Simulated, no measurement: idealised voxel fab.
Process module, titled voxel gate over fins
FYI the section here is cut, 270 nm wide, cells are 5 nm squares.
In this document a cross-section is written as a grid of square cells. It is given as a series of bands, listed from the top down, and a band is one or more rows of cells.
A band entry consists of two parts. The first gives the height of the band's top and the height of its bottom, in nm. The rest lists the band's materials from left to right, each with its width in nm. A single material labelled with the word "all across" fills the band from edge to edge, and the word "blank" marks empty space.
Zero point of the height axis is 0; under it, received wafer = one material. Lowest band: continues down indefinitely, "z 0 and below".
When a width is written as two numbers, as in "30->40", the first number is the width in the top row of cells of the band and the second is the width in its bottom row, and the width changes by the same amount from each row to the next.
Reading "remains unaltered" for a step: not a cell of the cross-section changed in it.
Closed empty spaces (no open way to the top) of 8 cells or more are what "Sealed-off cavities" lists, each as width x height at distance from the left edge, nm for all three.
Post-settings text on a step line: simulator's own remark regarding the step.
A step's line can hold "overlay nm"; with a mask on that step, the setting says how far right of the planned place the mask lay, while a negative setting says it lay to the left.

### Below is the list of planned process steps
1 RECEIVE, material Si
2 CONFORMAL_DEP, material SiN, thk nm 5
3 PATTERN, tone cover, mask id FINS, material resist, width nm 15, pitch nm 40, thk nm 15, overlay nm 0
4 DIRECTIONAL_ETCH, etch materials SiN, depth nm 5
5 DIRECTIONAL_ETCH, etch materials Si, depth nm 30
6 STRIP, etch materials resist
7 OXIDIZE, depth nm 5
8 FILL_DEP, material SiO2, thk nm 10
9 CMP, height nm 5
10 SELECTIVE_ETCH, etch materials SiO2, depth nm 15
11 STRIP, etch materials SiN
12 CONFORMAL_DEP, material HfO2, thk nm 5
13 CONFORMAL_DEP, material TiN, thk nm 5
14 FILL_DEP, material W, thk nm 10
15 CMP, height nm 15
16 CONFORMAL_DEP, material SiN, thk nm 5

### Run as planned: first of two wafers

### Incoming wafer in cross-section (state: after step 1)
    z 0 and below: Si all across
    Sealed-off cavities: none

### Wafer section view after processing step 2
    z 5 to 0: SiN all across
    Under the height 0 nothing was changed.

### Wafer section view after processing step 3
    z 20 to 5: blank 85 nm; resist 15 nm; blank 25 nm; resist 15 nm; blank 25 nm; resist 15 nm; blank 90 nm
    Under the height 5 nothing was changed.

### Wafer section view after processing step 4
    z 20 to 5: blank 85 nm; resist 15 nm; blank 25 nm; resist 15 nm; blank 25 nm; resist 15 nm; blank 90 nm
    z 5 to 0: blank 85 nm; SiN 15 nm; blank 25 nm; SiN 15 nm; blank 25 nm; SiN 15 nm; blank 90 nm
    Under the height 0 nothing was changed.

### Wafer section view after processing step 5
    z 20 to 5: blank 85 nm; resist 15 nm; blank 25 nm; resist 15 nm; blank 25 nm; resist 15 nm; blank 90 nm
    z 5 to 0: blank 85 nm; SiN 15 nm; blank 25 nm; SiN 15 nm; blank 25 nm; SiN 15 nm; blank 90 nm
    z 0 to -30: blank 85 nm; Si 15 nm; blank 25 nm; Si 15 nm; blank 25 nm; Si 15 nm; blank 90 nm
    Under the height -30 nothing was changed.

### Wafer section view after processing step 6
    z 5 to 0: blank 85 nm; SiN 15 nm; blank 25 nm; SiN 15 nm; blank 25 nm; SiN 15 nm; blank 90 nm
    Under the height 0 nothing was changed.

### Wafer section view after processing step 7
    z 5 to 0: blank 85 nm; SiN 15 nm; blank 25 nm; SiN 15 nm; blank 25 nm; SiN 15 nm; blank 90 nm
    z 0 to -30: blank 85 nm; SiO2 5 nm; Si 5 nm; SiO2 5 nm; blank 25 nm; SiO2 5 nm; Si 5 nm; SiO2 5 nm; blank 25 nm; SiO2 5 nm; Si 5 nm; SiO2 5 nm; blank 90 nm
    z -30 to -35: SiO2 90 nm; Si 5 nm; SiO2 35 nm; Si 5 nm; SiO2 35 nm; Si 5 nm; SiO2 95 nm
    Under the height -35 nothing was changed.

### Wafer section view after processing step 8
    z 15 to 5: SiO2 all across
    z 5 to 0: SiO2 85 nm; SiN 15 nm; SiO2 25 nm; SiN 15 nm; SiO2 25 nm; SiN 15 nm; SiO2 90 nm
    z 0 to -35: SiO2 90 nm; Si 5 nm; SiO2 35 nm; Si 5 nm; SiO2 35 nm; Si 5 nm; SiO2 95 nm
    Under the height -35 nothing was changed.

### Wafer section view after processing step 9
    z 5 to 0: SiO2 85 nm; SiN 15 nm; SiO2 25 nm; SiN 15 nm; SiO2 25 nm; SiN 15 nm; SiO2 90 nm
    Under the height 0 nothing was changed.

### Wafer section view after processing step 10
    z 5 to 0: blank 85 nm; SiN 15 nm; blank 25 nm; SiN 15 nm; blank 25 nm; SiN 15 nm; blank 90 nm
    z 0 to -10: blank 90 nm; Si 5 nm; blank 35 nm; Si 5 nm; blank 35 nm; Si 5 nm; blank 95 nm
    Under the height -10 nothing was changed.

### Wafer section view after processing step 11
    z 0 to -10: blank 90 nm; Si 5 nm; blank 35 nm; Si 5 nm; blank 35 nm; Si 5 nm; blank 95 nm
    Under the height -10 nothing was changed.

### Wafer section view after processing step 12
    z 5 to 0: blank 85 nm; HfO2 15 nm; blank 25 nm; HfO2 15 nm; blank 25 nm; HfO2 15 nm; blank 90 nm
    z 0 to -5: blank 85 nm; HfO2 5 nm; Si 5 nm; HfO2 5 nm; blank 25 nm; HfO2 5 nm; Si 5 nm; HfO2 5 nm; blank 25 nm; HfO2 5 nm; Si 5 nm; HfO2 5 nm; blank 90 nm
    z -5 to -10: HfO2 90 nm; Si 5 nm; HfO2 35 nm; Si 5 nm; HfO2 35 nm; Si 5 nm; HfO2 95 nm
    Under the height -10 nothing was changed.

### Wafer section view after processing step 13
    z 10 to 5: blank 80 nm; TiN 25 nm; blank 15 nm; TiN 25 nm; blank 15 nm; TiN 25 nm; blank 85 nm
    z 5 to 0: blank 80 nm; TiN 5 nm; HfO2 15 nm; TiN 5 nm; blank 15 nm; TiN 5 nm; HfO2 15 nm; TiN 5 nm; blank 15 nm; TiN 5 nm; HfO2 15 nm; TiN 5 nm; blank 85 nm
    z 0 to -5: TiN 85 nm; HfO2 5 nm; Si 5 nm; HfO2 5 nm; TiN 25 nm; HfO2 5 nm; Si 5 nm; HfO2 5 nm; TiN 25 nm; HfO2 5 nm; Si 5 nm; HfO2 5 nm; TiN 90 nm
    Under the height -5 nothing was changed.

### Wafer section view after processing step 14
    z 20 to 10: W all across
    z 10 to 5: W 80 nm; TiN 25 nm; W 15 nm; TiN 25 nm; W 15 nm; TiN 25 nm; W 85 nm
    z 5 to 0: W 80 nm; TiN 5 nm; HfO2 15 nm; TiN 5 nm; W 15 nm; TiN 5 nm; HfO2 15 nm; TiN 5 nm; W 15 nm; TiN 5 nm; HfO2 15 nm; TiN 5 nm; W 85 nm
    Under the height 0 nothing was changed.

### Wafer section view after processing step 15
    z 15 to 10: W all across
    Under the height 10 nothing was changed.

### Wafer section view after processing step 16
    z 20 to 15: SiN all across
    Under the height 15 nothing was changed.

### What follows concerns the second wafer, which started out like the first and was meant to follow the very same plan; one mistake crept in when it was run, but everything up to and including step 11 is the same as for the first wafer

### Cross-section of the second wafer corresponding to the planned conclusion of step 12
    z 5 to 0: blank 85 nm; TiN 15 nm; blank 25 nm; TiN 15 nm; blank 25 nm; TiN 15 nm; blank 90 nm
    z 0 to -5: blank 85 nm; TiN 5 nm; Si 5 nm; TiN 5 nm; blank 25 nm; TiN 5 nm; Si 5 nm; TiN 5 nm; blank 25 nm; TiN 5 nm; Si 5 nm; TiN 5 nm; blank 90 nm
    z -5 to -10: TiN 90 nm; Si 5 nm; TiN 35 nm; Si 5 nm; TiN 35 nm; Si 5 nm; TiN 95 nm
    Under the height -10 nothing was changed.

### Cross-section of the second wafer corresponding to the planned conclusion of step 13
    z 10 to 5: blank 80 nm; HfO2 25 nm; blank 15 nm; HfO2 25 nm; blank 15 nm; HfO2 25 nm; blank 85 nm
    z 5 to 0: blank 80 nm; HfO2 5 nm; TiN 15 nm; HfO2 5 nm; blank 15 nm; HfO2 5 nm; TiN 15 nm; HfO2 5 nm; blank 15 nm; HfO2 5 nm; TiN 15 nm; HfO2 5 nm; blank 85 nm
    z 0 to -5: HfO2 85 nm; TiN 5 nm; Si 5 nm; TiN 5 nm; HfO2 25 nm; TiN 5 nm; Si 5 nm; TiN 5 nm; HfO2 25 nm; TiN 5 nm; Si 5 nm; TiN 5 nm; HfO2 90 nm
    Under the height -5 nothing was changed.

### Cross-section of the second wafer corresponding to the planned conclusion of step 14
    z 20 to 10: W all across
    z 10 to 5: W 80 nm; HfO2 25 nm; W 15 nm; HfO2 25 nm; W 15 nm; HfO2 25 nm; W 85 nm
    z 5 to 0: W 80 nm; HfO2 5 nm; TiN 15 nm; HfO2 5 nm; W 15 nm; HfO2 5 nm; TiN 15 nm; HfO2 5 nm; W 15 nm; HfO2 5 nm; TiN 15 nm; HfO2 5 nm; W 85 nm
    Under the height 0 nothing was changed.

### Cross-section of the second wafer corresponding to the planned conclusion of step 15
    z 15 to 10: W all across
    Under the height 10 nothing was changed.

### Cross-section of the second wafer corresponding to the planned conclusion of step 16
    z 20 to 15: SiN all across
    Under the height 15 nothing was changed.
Want to know what went wrong? steps 12 and 13 of the plan were run in the wrong order, each in the other's place
At the close, every material occupies the same number of cells on the second wafer as on the first, only in different positions.
